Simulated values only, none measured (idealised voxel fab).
process module | voxel wiring stack
cross-section cut | 235 nm wide | cells 5 nm
A cross-section is a grid of square cells, given in bands from the top down. A band is one or more rows of cells.
Each band's line starts with the height of the band's top and of its bottom, in nm. Then come its materials from left to right, each with its width in nm. One material with "throughout" fills the band from edge to edge. "air" is empty space.
Height 0 is the level under which the wafer as received is all one material. The lowest band goes on downwards, as in "0 down".
A width such as "30 to 40" changes by the same amount from each row of cells to the next, from the band's top row to its bottom row.
"no change" after a step means that no cell of the cross-section changed.
closed voids: empty space of 8 cells or more with no open way to the top, each as width x height at its distance from the left edge, in nm
after a step's settings: what the simulator itself notes on the step
overlay nm, on a step with a mask: how far to the right of its planned place the mask lay; to the left if negative
plan
1 op RECEIVE | material Si
2 op CONFORMAL_DEP | material SiO2 | thk nm 10
3 op CONFORMAL_DEP | material SiCN | thk nm 5
4 op DIRECTIONAL_DEP | material SiO2 | thk nm 25
5 op MASKED_ETCH | tone open | mask id METAL_1 | width nm 25 | pitch nm 45 | etch materials SiO2 | depth nm 25 | overlay nm 0
6 op MASKED_ETCH | tone open | mask id METAL_1 | width nm 25 | pitch nm 45 | etch materials SiCN | depth nm 5 | overlay nm 0
7 op CONFORMAL_DEP | material TiN | thk nm 5
8 op FILL_DEP | material Cu | thk nm 10
9 op CMP | height nm 40
10 op CONFORMAL_DEP | material SiCN | thk nm 5
11 op DIRECTIONAL_DEP | material lowk | thk nm 30
12 op DIRECTIONAL_DEP | material aC | thk nm 10
13 op PATTERN | tone open | mask id METAL_2_HOLES | material resist | width nm 15 | pitch nm 90 | thk nm 30 | overlay nm 0
14 op DIRECTIONAL_ETCH | etch materials aC | depth nm 10
15 op STRIP | etch materials resist
16 op DIRECTIONAL_ETCH | etch materials lowk | depth nm 30
17 op STRIP | etch materials aC
18 op MASKED_ETCH | tone open | mask id METAL_2 | width nm 25 | pitch nm 45 | etch materials lowk | depth nm 20 | overlay nm 0
19 op MASKED_ETCH | tone open | mask id METAL_2 | width nm 25 | pitch nm 45 | etch materials SiCN | depth nm 5 | overlay nm 0
20 op CONFORMAL_DEP | material TiN | thk nm 5
21 op FILL_DEP | material Cu | thk nm 5
22 op CMP | height nm 75
23 op CONFORMAL_DEP | material SiCN | thk nm 5
24 op DIRECTIONAL_DEP | material lowk | thk nm 20
25 op MASKED_ETCH | tone open | mask id PLUG_2 | width nm 15 | pitch nm 90 | etch materials lowk | depth nm 20 | overlay nm 0
26 op MASKED_ETCH | tone open | mask id PLUG_2 | width nm 15 | pitch nm 90 | etch materials SiCN | depth nm 5 | overlay nm 0
27 op EPI | material Ru | thk nm 10
28 op EPI | material Ru | thk nm 10
29 op EPI | material Ru | thk nm 5
30 op CONFORMAL_DEP | material SiN | thk nm 5
31 op DIRECTIONAL_DEP | material lowk | thk nm 15
32 op PATTERN | tone open | mask id METAL_3 | material resist | width nm 25 | pitch nm 45 | thk nm 20 | overlay nm 0
33 op DIRECTIONAL_ETCH | etch materials lowk | depth nm 15
34 op DIRECTIONAL_ETCH | etch materials SiN | depth nm 5
35 op STRIP | etch materials resist
36 op CONFORMAL_DEP | material TiN | thk nm 5
37 op FILL_DEP | material Cu | thk nm 10
38 op CMP | height nm 120
39 op EPI | material Ru | thk nm 5
40 op FILL_DEP | material SiCN | thk nm 5
41 op DIRECTIONAL_DEP | material SiO2 | thk nm 10
42 op PATTERN | tone open | mask id PLUG_3 | material resist | width nm 15 | pitch nm 45 | thk nm 15 | overlay nm 0
43 op DIRECTIONAL_ETCH | etch materials SiO2 | depth nm 10
44 op DIRECTIONAL_ETCH | etch materials SiCN | depth nm 5
45 op STRIP | etch materials resist
46 op EPI | material Ru | thk nm 10
47 op EPI | material Ru | thk nm 5
48 op CONFORMAL_DEP | material SiCN | thk nm 5
49 op DIRECTIONAL_DEP | material SiO2 | thk nm 20
50 op PATTERN | tone open | mask id METAL_4 | material resist | width nm 25 | pitch nm 45 | thk nm 15 | overlay nm 0
51 op DIRECTIONAL_ETCH | etch materials SiO2 | depth nm 20
52 op DIRECTIONAL_ETCH | etch materials SiCN | depth nm 5
53 op STRIP | etch materials resist
54 op CONFORMAL_DEP | material TiN | thk nm 5
55 op FILL_DEP | material W | thk nm 10
56 op CMP | height nm 165
57 op CONFORMAL_DEP | material SiCN | thk nm 5
first wafer, as planned
as received, after step 1
  0 down: Si throughout
  closed voids: none
after step 2
  10 to 0: SiO2 throughout
  below 0: unchanged
after step 3
  15 to 10: SiCN throughout
  below 10: unchanged
after step 4
  40 to 15: SiO2 throughout
  below 15: unchanged
after step 5
  40 to 15: SiO2 60 | air 25 | SiO2 20 | air 25 | SiO2 20 | air 25 | SiO2 60
  below 15: unchanged
after step 6
  40 to 15: SiO2 60 | air 25 | SiO2 20 | air 25 | SiO2 20 | air 25 | SiO2 60
  15 to 10: SiCN 60 | air 25 | SiCN 20 | air 25 | SiCN 20 | air 25 | SiCN 60
  below 10: unchanged
after step 7
  45 to 40: TiN 65 | air 15 | TiN 30 | air 15 | TiN 30 | air 15 | TiN 65
  40 to 15: SiO2 60 | TiN 5 | air 15 | TiN 5 | SiO2 20 | TiN 5 | air 15 | TiN 5 | SiO2 20 | TiN 5 | air 15 | TiN 5 | SiO2 60
  15 to 10: SiCN 60 | TiN 25 | SiCN 20 | TiN 25 | SiCN 20 | TiN 25 | SiCN 60
  below 10: unchanged
after step 8
  55 to 45: Cu throughout
  45 to 40: TiN 65 | Cu 15 | TiN 30 | Cu 15 | TiN 30 | Cu 15 | TiN 65
  40 to 15: SiO2 60 | TiN 5 | Cu 15 | TiN 5 | SiO2 20 | TiN 5 | Cu 15 | TiN 5 | SiO2 20 | TiN 5 | Cu 15 | TiN 5 | SiO2 60
  below 15: unchanged
after step 9
  40 to 15: SiO2 60 | TiN 5 | Cu 15 | TiN 5 | SiO2 20 | TiN 5 | Cu 15 | TiN 5 | SiO2 20 | TiN 5 | Cu 15 | TiN 5 | SiO2 60
  below 15: unchanged
after step 10
  45 to 40: SiCN throughout
  below 40: unchanged
after step 11
  75 to 45: lowk throughout
  below 45: unchanged
after step 12
  85 to 75: aC throughout
  below 75: unchanged
after step 13
  115 to 85: resist 60 | air 15 | resist 75 | air 15 | resist 70
  below 85: unchanged
after step 14
  105 to 85: resist 60 | air 15 | resist 75 | air 15 | resist 70
  85 to 75: aC 60 | air 15 | aC 75 | air 15 | aC 70
  below 75: unchanged
after step 15
  85 to 75: aC 60 | air 15 | aC 75 | air 15 | aC 70
  below 75: unchanged
after step 16
  85 to 75: aC 60 | air 15 | aC 75 | air 15 | aC 70
  75 to 45: lowk 60 | air 15 | lowk 75 | air 15 | lowk 70
  below 45: unchanged
after step 17
  75 to 45: lowk 60 | air 15 | lowk 75 | air 15 | lowk 70
  below 45: unchanged
after step 18
  75 to 55: lowk 60 | air 25 | lowk 20 | air 25 | lowk 20 | air 25 | lowk 60
  below 55: unchanged
after step 19
  75 to 55: lowk 60 | air 25 | lowk 20 | air 25 | lowk 20 | air 25 | lowk 60
  55 to 45: lowk 60 | air 15 | lowk 75 | air 15 | lowk 70
  45 to 40: SiCN 60 | air 15 | SiCN 75 | air 15 | SiCN 70
  below 40: unchanged
after step 20
  80 to 75: TiN 65 | air 15 | TiN 30 | air 15 | TiN 30 | air 15 | TiN 65
  75 to 60: lowk 60 | TiN 5 | air 15 | TiN 5 | lowk 20 | TiN 5 | air 15 | TiN 5 | lowk 20 | TiN 5 | air 15 | TiN 5 | lowk 60
  60 to 55: lowk 60 | TiN 5 | air 5 | TiN 15 | lowk 20 | TiN 25 | lowk 20 | TiN 5 | air 5 | TiN 15 | lowk 60
  55 to 45: lowk 60 | TiN 5 | air 5 | TiN 5 | lowk 75 | TiN 5 | air 5 | TiN 5 | lowk 70
  45 to 40: SiCN 60 | TiN 15 | SiCN 75 | TiN 15 | SiCN 70
  below 40: unchanged
after step 21
  85 to 80: Cu throughout
  80 to 75: TiN 65 | Cu 15 | TiN 30 | Cu 15 | TiN 30 | Cu 15 | TiN 65
  75 to 60: lowk 60 | TiN 5 | Cu 15 | TiN 5 | lowk 20 | TiN 5 | Cu 15 | TiN 5 | lowk 20 | TiN 5 | Cu 15 | TiN 5 | lowk 60
  60 to 55: lowk 60 | TiN 5 | Cu 5 | TiN 15 | lowk 20 | TiN 25 | lowk 20 | TiN 5 | Cu 5 | TiN 15 | lowk 60
  55 to 45: lowk 60 | TiN 5 | Cu 5 | TiN 5 | lowk 75 | TiN 5 | Cu 5 | TiN 5 | lowk 70
  below 45: unchanged
after step 22
  75 to 60: lowk 60 | TiN 5 | Cu 15 | TiN 5 | lowk 20 | TiN 5 | Cu 15 | TiN 5 | lowk 20 | TiN 5 | Cu 15 | TiN 5 | lowk 60
  below 60: unchanged
after step 23
  80 to 75: SiCN throughout
  below 75: unchanged
after step 24
  100 to 80: lowk throughout
  below 80: unchanged
after step 25
  100 to 80: lowk 60 | air 15 | lowk 75 | air 15 | lowk 70
  below 80: unchanged
after step 26
  100 to 80: lowk 60 | air 15 | lowk 75 | air 15 | lowk 70
  80 to 75: SiCN 60 | air 15 | SiCN 75 | air 15 | SiCN 70
  below 75: unchanged
after step 27
  100 to 85: lowk 60 | air 15 | lowk 75 | air 15 | lowk 70
  85 to 80: lowk 60 | Ru 15 | lowk 75 | Ru 15 | lowk 70
  80 to 75: SiCN 60 | Ru 15 | SiCN 75 | Ru 15 | SiCN 70
  below 75: unchanged
after step 28
  100 to 95: lowk 60 | air 15 | lowk 75 | air 15 | lowk 70
  95 to 80: lowk 60 | Ru 15 | lowk 75 | Ru 15 | lowk 70
  below 80: unchanged
after step 29
  100 to 80: lowk 60 | Ru 15 | lowk 75 | Ru 15 | lowk 70
  below 80: unchanged
after step 30
  105 to 100: SiN throughout
  below 100: unchanged
after step 31
  120 to 105: lowk throughout
  below 105: unchanged
after step 32
  140 to 120: resist 60 | air 25 | resist 20 | air 25 | resist 20 | air 25 | resist 60
  below 120: unchanged
after step 33
  140 to 120: resist 60 | air 25 | resist 20 | air 25 | resist 20 | air 25 | resist 60
  120 to 105: lowk 60 | air 25 | lowk 20 | air 25 | lowk 20 | air 25 | lowk 60
  below 105: unchanged
after step 34
  140 to 120: resist 60 | air 25 | resist 20 | air 25 | resist 20 | air 25 | resist 60
  120 to 105: lowk 60 | air 25 | lowk 20 | air 25 | lowk 20 | air 25 | lowk 60
  105 to 100: SiN 60 | air 25 | SiN 20 | air 25 | SiN 20 | air 25 | SiN 60
  below 100: unchanged
after step 35
  120 to 105: lowk 60 | air 25 | lowk 20 | air 25 | lowk 20 | air 25 | lowk 60
  below 105: unchanged
after step 36
  125 to 120: TiN 65 | air 15 | TiN 30 | air 15 | TiN 30 | air 15 | TiN 65
  120 to 105: lowk 60 | TiN 5 | air 15 | TiN 5 | lowk 20 | TiN 5 | air 15 | TiN 5 | lowk 20 | TiN 5 | air 15 | TiN 5 | lowk 60
  105 to 100: SiN 60 | TiN 25 | SiN 20 | TiN 25 | SiN 20 | TiN 25 | SiN 60
  below 100: unchanged
after step 37
  135 to 125: Cu throughout
  125 to 120: TiN 65 | Cu 15 | TiN 30 | Cu 15 | TiN 30 | Cu 15 | TiN 65
  120 to 105: lowk 60 | TiN 5 | Cu 15 | TiN 5 | lowk 20 | TiN 5 | Cu 15 | TiN 5 | lowk 20 | TiN 5 | Cu 15 | TiN 5 | lowk 60
  below 105: unchanged
after step 38
  120 to 105: lowk 60 | TiN 5 | Cu 15 | TiN 5 | lowk 20 | TiN 5 | Cu 15 | TiN 5 | lowk 20 | TiN 5 | Cu 15 | TiN 5 | lowk 60
  below 105: unchanged
after step 39
  125 to 120: air 55 | Ru 35 | air 10 | Ru 35 | air 10 | Ru 35 | air 55
  below 120: unchanged
after step 40
  130 to 125: SiCN throughout
  125 to 120: SiCN 55 | Ru 35 | SiCN 10 | Ru 35 | SiCN 10 | Ru 35 | SiCN 55
  below 120: unchanged
after step 41
  140 to 130: SiO2 throughout
  below 130: unchanged
after step 42
  155 to 140: resist 60 | air 15 | resist 30 | air 15 | resist 30 | air 15 | resist 70
  below 140: unchanged
after step 43
  155 to 140: resist 60 | air 15 | resist 30 | air 15 | resist 30 | air 15 | resist 70
  140 to 130: SiO2 60 | air 15 | SiO2 30 | air 15 | SiO2 30 | air 15 | SiO2 70
  below 130: unchanged
after step 44
  155 to 140: resist 60 | air 15 | resist 30 | air 15 | resist 30 | air 15 | resist 70
  140 to 130: SiO2 60 | air 15 | SiO2 30 | air 15 | SiO2 30 | air 15 | SiO2 70
  130 to 125: SiCN 60 | air 15 | SiCN 30 | air 15 | SiCN 30 | air 15 | SiCN 70
  below 125: unchanged
after step 45
  140 to 130: SiO2 60 | air 15 | SiO2 30 | air 15 | SiO2 30 | air 15 | SiO2 70
  below 130: unchanged
after step 46
  140 to 135: SiO2 60 | air 15 | SiO2 30 | air 15 | SiO2 30 | air 15 | SiO2 70
  135 to 130: SiO2 60 | Ru 15 | SiO2 30 | Ru 15 | SiO2 30 | Ru 15 | SiO2 70
  130 to 120: SiCN 60 to 55 | Ru 15 to 35 | SiCN 30 to 10 | Ru 15 to 35 | SiCN 30 to 10 | Ru 15 to 35 | SiCN 70 to 55
  below 120: unchanged
after step 47
  140 to 130: SiO2 60 | Ru 15 | SiO2 30 | Ru 15 | SiO2 30 | Ru 15 | SiO2 70
  below 130: unchanged
after step 48
  145 to 140: SiCN throughout
  below 140: unchanged
after step 49
  165 to 145: SiO2 throughout
  below 145: unchanged
after step 50
  180 to 165: resist 60 | air 25 | resist 20 | air 25 | resist 20 | air 25 | resist 60
  below 165: unchanged
after step 51
  180 to 165: resist 60 | air 25 | resist 20 | air 25 | resist 20 | air 25 | resist 60
  165 to 145: SiO2 60 | air 25 | SiO2 20 | air 25 | SiO2 20 | air 25 | SiO2 60
  below 145: unchanged
after step 52
  180 to 165: resist 60 | air 25 | resist 20 | air 25 | resist 20 | air 25 | resist 60
  165 to 145: SiO2 60 | air 25 | SiO2 20 | air 25 | SiO2 20 | air 25 | SiO2 60
  145 to 140: SiCN 60 | air 25 | SiCN 20 | air 25 | SiCN 20 | air 25 | SiCN 60
  below 140: unchanged
after step 53
  165 to 145: SiO2 60 | air 25 | SiO2 20 | air 25 | SiO2 20 | air 25 | SiO2 60
  below 145: unchanged
after step 54
  170 to 165: TiN 65 | air 15 | TiN 30 | air 15 | TiN 30 | air 15 | TiN 65
  165 to 145: SiO2 60 | TiN 5 | air 15 | TiN 5 | SiO2 20 | TiN 5 | air 15 | TiN 5 | SiO2 20 | TiN 5 | air 15 | TiN 5 | SiO2 60
  145 to 140: SiCN 60 | TiN 25 | SiCN 20 | TiN 25 | SiCN 20 | TiN 25 | SiCN 60
  below 140: unchanged
after step 55
  180 to 170: W throughout
  170 to 165: TiN 65 | W 15 | TiN 30 | W 15 | TiN 30 | W 15 | TiN 65
  165 to 145: SiO2 60 | TiN 5 | W 15 | TiN 5 | SiO2 20 | TiN 5 | W 15 | TiN 5 | SiO2 20 | TiN 5 | W 15 | TiN 5 | SiO2 60
  below 145: unchanged
after step 56
  165 to 145: SiO2 60 | TiN 5 | W 15 | TiN 5 | SiO2 20 | TiN 5 | W 15 | TiN 5 | SiO2 20 | TiN 5 | W 15 | TiN 5 | SiO2 60
  below 145: unchanged
after step 57
  170 to 165: SiCN throughout
  below 165: unchanged
second wafer: like start, like plan, one mistake. Through step 12 it matches the first wafer
when step 13 should have ended
  115 to 85: resist 70 | air 15 | resist 75 | air 15 | resist 60
  below 85: unchanged
when step 14 should have ended
  105 to 85: resist 70 | air 15 | resist 75 | air 15 | resist 60
  85 to 75: aC 70 | air 15 | aC 75 | air 15 | aC 60
  below 75: unchanged
when step 15 should have ended
  85 to 75: aC 70 | air 15 | aC 75 | air 15 | aC 60
  below 75: unchanged
when step 16 should have ended
  85 to 75: aC 70 | air 15 | aC 75 | air 15 | aC 60
  75 to 45: lowk 70 | air 15 | lowk 75 | air 15 | lowk 60
  below 45: unchanged
when step 17 should have ended
  75 to 45: lowk 70 | air 15 | lowk 75 | air 15 | lowk 60
  below 45: unchanged
when step 18 should have ended
  75 to 55: lowk 60 | air 25 | lowk 20 | air 25 | lowk 20 | air 25 | lowk 60
  below 55: unchanged
when step 19 should have ended
  75 to 55: lowk 60 | air 25 | lowk 20 | air 25 | lowk 20 | air 25 | lowk 60
  55 to 45: lowk 70 | air 15 | lowk 75 | air 15 | lowk 60
  45 to 40: SiCN 70 | air 15 | SiCN 75 | air 15 | SiCN 60
  below 40: unchanged
when step 20 should have ended
  80 to 75: TiN 65 | air 15 | TiN 30 | air 15 | TiN 30 | air 15 | TiN 65
  75 to 60: lowk 60 | TiN 5 | air 15 | TiN 5 | lowk 20 | TiN 5 | air 15 | TiN 5 | lowk 20 | TiN 5 | air 15 | TiN 5 | lowk 60
  60 to 55: lowk 60 | TiN 15 | air 5 | TiN 5 | lowk 20 | TiN 25 | lowk 20 | TiN 15 | air 5 | TiN 5 | lowk 60
  55 to 45: lowk 70 | TiN 5 | air 5 | TiN 5 | lowk 75 | TiN 5 | air 5 | TiN 5 | lowk 60
  45 to 40: SiCN 70 | TiN 15 | SiCN 75 | TiN 15 | SiCN 60
  below 40: unchanged
when step 21 should have ended
  85 to 80: Cu throughout
  80 to 75: TiN 65 | Cu 15 | TiN 30 | Cu 15 | TiN 30 | Cu 15 | TiN 65
  75 to 60: lowk 60 | TiN 5 | Cu 15 | TiN 5 | lowk 20 | TiN 5 | Cu 15 | TiN 5 | lowk 20 | TiN 5 | Cu 15 | TiN 5 | lowk 60
  60 to 55: lowk 60 | TiN 15 | Cu 5 | TiN 5 | lowk 20 | TiN 25 | lowk 20 | TiN 15 | Cu 5 | TiN 5 | lowk 60
  55 to 45: lowk 70 | TiN 5 | Cu 5 | TiN 5 | lowk 75 | TiN 5 | Cu 5 | TiN 5 | lowk 60
  below 45: unchanged
when step 22 should have ended
  75 to 60: lowk 60 | TiN 5 | Cu 15 | TiN 5 | lowk 20 | TiN 5 | Cu 15 | TiN 5 | lowk 20 | TiN 5 | Cu 15 | TiN 5 | lowk 60
  below 60: unchanged
when step 23 should have ended
  80 to 75: SiCN throughout
  below 75: unchanged
when step 24 should have ended
  100 to 80: lowk throughout
  below 80: unchanged
when step 25 should have ended
  100 to 80: lowk 60 | air 15 | lowk 75 | air 15 | lowk 70
  below 80: unchanged
when step 26 should have ended
  100 to 80: lowk 60 | air 15 | lowk 75 | air 15 | lowk 70
  80 to 75: SiCN 60 | air 15 | SiCN 75 | air 15 | SiCN 70
  below 75: unchanged
when step 27 should have ended
  100 to 85: lowk 60 | air 15 | lowk 75 | air 15 | lowk 70
  85 to 80: lowk 60 | Ru 15 | lowk 75 | Ru 15 | lowk 70
  80 to 75: SiCN 60 | Ru 15 | SiCN 75 | Ru 15 | SiCN 70
  below 75: unchanged
when step 28 should have ended
  100 to 95: lowk 60 | air 15 | lowk 75 | air 15 | lowk 70
  95 to 80: lowk 60 | Ru 15 | lowk 75 | Ru 15 | lowk 70
  below 80: unchanged
when step 29 should have ended
  100 to 80: lowk 60 | Ru 15 | lowk 75 | Ru 15 | lowk 70
  below 80: unchanged
when step 30 should have ended
  105 to 100: SiN throughout
  below 100: unchanged
when step 31 should have ended
  120 to 105: lowk throughout
  below 105: unchanged
when step 32 should have ended
  140 to 120: resist 60 | air 25 | resist 20 | air 25 | resist 20 | air 25 | resist 60
  below 120: unchanged
when step 33 should have ended
  140 to 120: resist 60 | air 25 | resist 20 | air 25 | resist 20 | air 25 | resist 60
  120 to 105: lowk 60 | air 25 | lowk 20 | air 25 | lowk 20 | air 25 | lowk 60
  below 105: unchanged
when step 34 should have ended
  140 to 120: resist 60 | air 25 | resist 20 | air 25 | resist 20 | air 25 | resist 60
  120 to 105: lowk 60 | air 25 | lowk 20 | air 25 | lowk 20 | air 25 | lowk 60
  105 to 100: SiN 60 | air 25 | SiN 20 | air 25 | SiN 20 | air 25 | SiN 60
  below 100: unchanged
when step 35 should have ended
  120 to 105: lowk 60 | air 25 | lowk 20 | air 25 | lowk 20 | air 25 | lowk 60
  below 105: unchanged
when step 36 should have ended
  125 to 120: TiN 65 | air 15 | TiN 30 | air 15 | TiN 30 | air 15 | TiN 65
  120 to 105: lowk 60 | TiN 5 | air 15 | TiN 5 | lowk 20 | TiN 5 | air 15 | TiN 5 | lowk 20 | TiN 5 | air 15 | TiN 5 | lowk 60
  105 to 100: SiN 60 | TiN 25 | SiN 20 | TiN 25 | SiN 20 | TiN 25 | SiN 60
  below 100: unchanged
when step 37 should have ended
  135 to 125: Cu throughout
  125 to 120: TiN 65 | Cu 15 | TiN 30 | Cu 15 | TiN 30 | Cu 15 | TiN 65
  120 to 105: lowk 60 | TiN 5 | Cu 15 | TiN 5 | lowk 20 | TiN 5 | Cu 15 | TiN 5 | lowk 20 | TiN 5 | Cu 15 | TiN 5 | lowk 60
  below 105: unchanged
when step 38 should have ended
  120 to 105: lowk 60 | TiN 5 | Cu 15 | TiN 5 | lowk 20 | TiN 5 | Cu 15 | TiN 5 | lowk 20 | TiN 5 | Cu 15 | TiN 5 | lowk 60
  below 105: unchanged
when step 39 should have ended
  125 to 120: air 55 | Ru 35 | air 10 | Ru 35 | air 10 | Ru 35 | air 55
  below 120: unchanged
when step 40 should have ended
  130 to 125: SiCN throughout
  125 to 120: SiCN 55 | Ru 35 | SiCN 10 | Ru 35 | SiCN 10 | Ru 35 | SiCN 55
  below 120: unchanged
when step 41 should have ended
  140 to 130: SiO2 throughout
  below 130: unchanged
when step 42 should have ended
  155 to 140: resist 60 | air 15 | resist 30 | air 15 | resist 30 | air 15 | resist 70
  below 140: unchanged
when step 43 should have ended
  155 to 140: resist 60 | air 15 | resist 30 | air 15 | resist 30 | air 15 | resist 70
  140 to 130: SiO2 60 | air 15 | SiO2 30 | air 15 | SiO2 30 | air 15 | SiO2 70
  below 130: unchanged
when step 44 should have ended
  155 to 140: resist 60 | air 15 | resist 30 | air 15 | resist 30 | air 15 | resist 70
  140 to 130: SiO2 60 | air 15 | SiO2 30 | air 15 | SiO2 30 | air 15 | SiO2 70
  130 to 125: SiCN 60 | air 15 | SiCN 30 | air 15 | SiCN 30 | air 15 | SiCN 70
  below 125: unchanged
when step 45 should have ended
  140 to 130: SiO2 60 | air 15 | SiO2 30 | air 15 | SiO2 30 | air 15 | SiO2 70
  below 130: unchanged
when step 46 should have ended
  140 to 135: SiO2 60 | air 15 | SiO2 30 | air 15 | SiO2 30 | air 15 | SiO2 70
  135 to 130: SiO2 60 | Ru 15 | SiO2 30 | Ru 15 | SiO2 30 | Ru 15 | SiO2 70
  130 to 120: SiCN 60 to 55 | Ru 15 to 35 | SiCN 30 to 10 | Ru 15 to 35 | SiCN 30 to 10 | Ru 15 to 35 | SiCN 70 to 55
  below 120: unchanged
when step 47 should have ended
  140 to 130: SiO2 60 | Ru 15 | SiO2 30 | Ru 15 | SiO2 30 | Ru 15 | SiO2 70
  below 130: unchanged
when step 48 should have ended
  145 to 140: SiCN throughout
  below 140: unchanged
when step 49 should have ended
  165 to 145: SiO2 throughout
  below 145: unchanged
when step 50 should have ended
  180 to 165: resist 60 | air 25 | resist 20 | air 25 | resist 20 | air 25 | resist 60
  below 165: unchanged
when step 51 should have ended
  180 to 165: resist 60 | air 25 | resist 20 | air 25 | resist 20 | air 25 | resist 60
  165 to 145: SiO2 60 | air 25 | SiO2 20 | air 25 | SiO2 20 | air 25 | SiO2 60
  below 145: unchanged
when step 52 should have ended
  180 to 165: resist 60 | air 25 | resist 20 | air 25 | resist 20 | air 25 | resist 60
  165 to 145: SiO2 60 | air 25 | SiO2 20 | air 25 | SiO2 20 | air 25 | SiO2 60
  145 to 140: SiCN 60 | air 25 | SiCN 20 | air 25 | SiCN 20 | air 25 | SiCN 60
  below 140: unchanged
when step 53 should have ended
  165 to 145: SiO2 60 | air 25 | SiO2 20 | air 25 | SiO2 20 | air 25 | SiO2 60
  below 145: unchanged
when step 54 should have ended
  170 to 165: TiN 65 | air 15 | TiN 30 | air 15 | TiN 30 | air 15 | TiN 65
  165 to 145: SiO2 60 | TiN 5 | air 15 | TiN 5 | SiO2 20 | TiN 5 | air 15 | TiN 5 | SiO2 20 | TiN 5 | air 15 | TiN 5 | SiO2 60
  145 to 140: SiCN 60 | TiN 25 | SiCN 20 | TiN 25 | SiCN 20 | TiN 25 | SiCN 60
  below 140: unchanged
when step 55 should have ended
  180 to 170: W throughout
  170 to 165: TiN 65 | W 15 | TiN 30 | W 15 | TiN 30 | W 15 | TiN 65
  165 to 145: SiO2 60 | TiN 5 | W 15 | TiN 5 | SiO2 20 | TiN 5 | W 15 | TiN 5 | SiO2 20 | TiN 5 | W 15 | TiN 5 | SiO2 60
  below 145: unchanged
when step 56 should have ended
  165 to 145: SiO2 60 | TiN 5 | W 15 | TiN 5 | SiO2 20 | TiN 5 | W 15 | TiN 5 | SiO2 20 | TiN 5 | W 15 | TiN 5 | SiO2 60
  below 145: unchanged
when step 57 should have ended
  170 to 165: SiCN throughout
  below 165: unchanged
what went wrong: step 13 ran as: op PATTERN | tone open | mask id METAL_2_HOLES | material resist | width nm 15 | pitch nm 90 | thk nm 30 | overlay nm 10
at the end the second wafer has, in cells: as many of each material as the first, in other places
